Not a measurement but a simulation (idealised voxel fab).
process module | voxel ribs on slabs
175 nm wide, 5 nm square cells: that's cross-section cut.
Cross-section layout: square cells on a grid; listed as bands, top to bottom; a band spans one or more cell rows. Top height, bottom height, nm. Materials left to right, width each, nm. Single material + "everywhere" = fills band edge to edge. "air" = empty. Heights from 0 (as-received wafer is one material below). Bottom band endless downward, as "z 0 and below". Think of "30->40" as a width that walks from the first number to the second as you go down the band, top row to bottom row, taking equal-sized steps from row to row. For the purposes of this document, the phrase "no modification" attached to a step denotes that no cell within the cross-section was modified by that step. "Cavities, closed" enumerates empty spaces isolated from the top, with no open way to it, that contain at least 8 cells, giving each as width x height at distance from the left edge, all three in nm. Text after the settings on a step's line: the simulator's own remark on that step. A step's line can hold "overlay nm"; with a mask on that step, the setting says how far right of the planned place the mask lay, while a negative setting says it lay to the left.

### The planned process steps are enumerated hereunder
1 RECEIVE with material Si
2 DIRECTIONAL_DEP with material SiO2, thk nm 30
3 DIRECTIONAL_DEP with material SiN, thk nm 20
4 MASKED_ETCH with tone cover, mask id RIB, width nm 25, etch materials SiN, depth nm 5, overlay nm 0
5 PATTERN with tone cover, mask id SLAB, material resist, width nm 85, thk nm 15, overlay nm 0
6 DIRECTIONAL_ETCH with etch materials SiN, depth nm 15
7 STRIP with etch materials resist
8 FILL_DEP with material SiO2, thk nm 20
9 CMP with height nm 60
10 DIRECTIONAL_DEP with material W, thk nm 5
11 DIRECTIONAL_DEP with material aC, thk nm 10
12 PATTERN with tone cover, mask id HEATER, material resist, width nm 35, thk nm 30, overlay nm 0
13 DIRECTIONAL_ETCH with etch materials aC, depth nm 10
14 STRIP with etch materials resist
15 DIRECTIONAL_ETCH with etch materials W, depth nm 5
16 STRIP with etch materials aC
17 CONFORMAL_DEP with material SiN, thk nm 5

### The first of two wafers, run as planned

### Wafer as received: cross-section following step 1
    z 0 and below = Si everywhere
    Cavities, closed: none

### Sectional view: wafer, after step 2
    z 30 to 0 = SiO2 everywhere
    Whatever lies below 0 is exactly as it was before.

### Sectional view: wafer, after step 3
    z 50 to 30 = SiN everywhere
    Whatever lies below 30 is exactly as it was before.

### Sectional view: wafer, after step 4
    z 50 to 45 = air=75 / SiN=25 / air=75
    Whatever lies below 45 is exactly as it was before.

### Sectional view: wafer, after step 5
    z 65 to 50 = air=45 / resist=85 / air=45
    z 50 to 45 = air=45 / resist=30 / SiN=25 / resist=30 / air=45
    Whatever lies below 45 is exactly as it was before.

### Sectional view: wafer, after step 6
    z 65 to 50 = air=45 / resist=85 / air=45
    z 50 to 45 = air=45 / resist=30 / SiN=25 / resist=30 / air=45
    z 45 to 30 = air=45 / SiN=85 / air=45
    Whatever lies below 30 is exactly as it was before.

### Sectional view: wafer, after step 7
    z 50 to 45 = air=75 / SiN=25 / air=75
    Whatever lies below 45 is exactly as it was before.

### Sectional view: wafer, after step 8
    z 70 to 50 = SiO2 everywhere
    z 50 to 45 = SiO2=75 / SiN=25 / SiO2=75
    z 45 to 30 = SiO2=45 / SiN=85 / SiO2=45
    Whatever lies below 30 is exactly as it was before.

### Sectional view: wafer, after step 9
    z 60 to 50 = SiO2 everywhere
    Whatever lies below 50 is exactly as it was before.

### Sectional view: wafer, after step 10
    z 65 to 60 = W everywhere
    Whatever lies below 60 is exactly as it was before.

### Sectional view: wafer, after step 11
    z 75 to 65 = aC everywhere
    Whatever lies below 65 is exactly as it was before.

### Sectional view: wafer, after step 12
    z 105 to 75 = air=70 / resist=35 / air=70
    Whatever lies below 75 is exactly as it was before.

### Sectional view: wafer, after step 13
    z 95 to 75 = air=70 / resist=35 / air=70
    z 75 to 65 = air=70 / aC=35 / air=70
    Whatever lies below 65 is exactly as it was before.

### Sectional view: wafer, after step 14
    z 75 to 65 = air=70 / aC=35 / air=70
    Whatever lies below 65 is exactly as it was before.

### Sectional view: wafer, after step 15
    z 75 to 65 = air=70 / aC=35 / air=70
    z 65 to 60 = air=70 / W=35 / air=70
    Whatever lies below 60 is exactly as it was before.

### Sectional view: wafer, after step 16
    z 65 to 60 = air=70 / W=35 / air=70
    Whatever lies below 60 is exactly as it was before.

### Sectional view: wafer, after step 17
    z 70 to 65 = air=65 / SiN=45 / air=65
    z 65 to 60 = SiN=70 / W=35 / SiN=70
    Whatever lies below 60 is exactly as it was before.

### Regarding the second of the two wafers: it shared the first wafer's starting condition and process plan, yet one error occurred during its execution. Its history coincides with that of the first wafer up to and including step 11

### The second wafer in cross-section, at the planned close of step 12
    z 105 to 75 = air=60 / resist=35 / air=80
    Whatever lies below 75 is exactly as it was before.

### The second wafer in cross-section, at the planned close of step 13
    z 95 to 75 = air=60 / resist=35 / air=80
    z 75 to 65 = air=60 / aC=35 / air=80
    Whatever lies below 65 is exactly as it was before.

### The second wafer in cross-section, at the planned close of step 14
    z 75 to 65 = air=60 / aC=35 / air=80
    Whatever lies below 65 is exactly as it was before.

### The second wafer in cross-section, at the planned close of step 15
    z 75 to 65 = air=60 / aC=35 / air=80
    z 65 to 60 = air=60 / W=35 / air=80
    Whatever lies below 60 is exactly as it was before.

### The second wafer in cross-section, at the planned close of step 16
    z 65 to 60 = air=60 / W=35 / air=80
    Whatever lies below 60 is exactly as it was before.

### The second wafer in cross-section, at the planned close of step 17
    z 70 to 65 = air=55 / SiN=45 / air=75
    z 65 to 60 = SiN=60 / W=35 / SiN=80
    Whatever lies below 60 is exactly as it was before.
Run error: step 12 deviated from plan and actually ran as PATTERN with tone cover, mask id HEATER, material resist, width nm 35, thk nm 30, overlay nm -10
By the end, you'd get the same cell count for each material on either wafer, but the second wafer puts them somewhere else.
